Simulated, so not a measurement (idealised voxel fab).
process module | voxel self aligned contacts
We display cut, a cross-section 220 nm in width whose square cells are each 5 nm.
A cross-section is written here as square cells arranged in a grid, and it is given in bands from the top down, each band taking up one or more rows of cells. What a band's entry tells you: where the top is and where the bottom is, as heights in nm, and after that what lies inside, material by material from left to right, each with its width in nm. Empty space is written as the word "air", and a single material marked with the word "everywhere" occupies the band from edge to edge. Beneath 0, the wafer as received is one material, and that level is where height counting begins. The lowest band goes on downward without a bottom; it is written like "0 and below". So if you see something like "30 to 40" for the width, read it as the top row of the band sitting at the first number and the bottom row at the second, with every row in between moving by the same amount as the last. "no alteration" for a step: no cell of the cross-section changed in that step. "Closed cavities": empty spaces of 8 cells or more with no open way to the top, each given as width x height at distance, distance from the left edge, all in nm. Where a step's line continues beyond its settings, the continuation is a remark by the simulator itself on that step. overlay nm: how far to the right of its planned place the mask lay on this masked step (negative: to the left).

## Process steps (planned)
- 1: RECEIVE with material Si
- 2: OXIDIZE with depth nm 5
- 3: DIRECTIONAL_DEP with material polySi, thk nm 30
- 4: DIRECTIONAL_DEP with material SiN, thk nm 15
- 5: MASKED_ETCH with tone cover, mask id GATE, width nm 30, pitch nm 60, etch materials SiN, depth nm 15, overlay nm 0
- 6: MASKED_ETCH with tone cover, mask id GATE, width nm 30, pitch nm 60, etch materials polySi, depth nm 30, overlay nm 0
- 7: CONFORMAL_DEP with material SiN, thk nm 5
- 8: DIRECTIONAL_ETCH with etch materials SiN, depth nm 5
- 9: FILL_DEP with material SiO2, thk nm 15
- 10: CMP with height nm 55
- 11: PATTERN with tone open, mask id CONTACT, material resist, width nm 40, pitch nm 60, thk nm 20, overlay nm 0
- 12: DIRECTIONAL_ETCH with etch materials SiO2, depth nm 60
- 13: STRIP with etch materials resist
- 14: CONFORMAL_DEP with material TiN, thk nm 5
- 15: FILL_DEP with material W, thk nm 5
- 16: CMP with height nm 55
- 17: CONFORMAL_DEP with material SiN, thk nm 5

## Cross-section, incoming material, after step 1
* 0 and below | Si everywhere
* Closed cavities: none

## Cross-section, end of module. Start: as above. Plan: as above. Execution: one mistake
* 60 down to 55 | SiN everywhere
* 55 down to 50 | 60 SiO2; 5 TiN; 30 W; 5 TiN; 20 SiO2; 5 TiN; 30 W; 5 TiN; 60 SiO2
* 50 down to 45 | 60 SiO2; 40 TiN; 20 SiO2; 40 TiN; 60 SiO2
* 45 down to 30 | 40 SiN; 20 SiO2; 40 SiN; 20 SiO2; 40 SiN; 20 SiO2; 40 SiN
* 30 down to 0 | polySi everywhere
* 0 down to -5 | SiO2 everywhere
* -5 and below | Si everywhere
* Closed cavities: none
Against the plan, the run slipped here: step 5 changed vs plan, executed as MASKED_ETCH with tone open, mask id GATE, width nm 30, pitch nm 60, etch materials SiN, depth nm 15, overlay nm 0
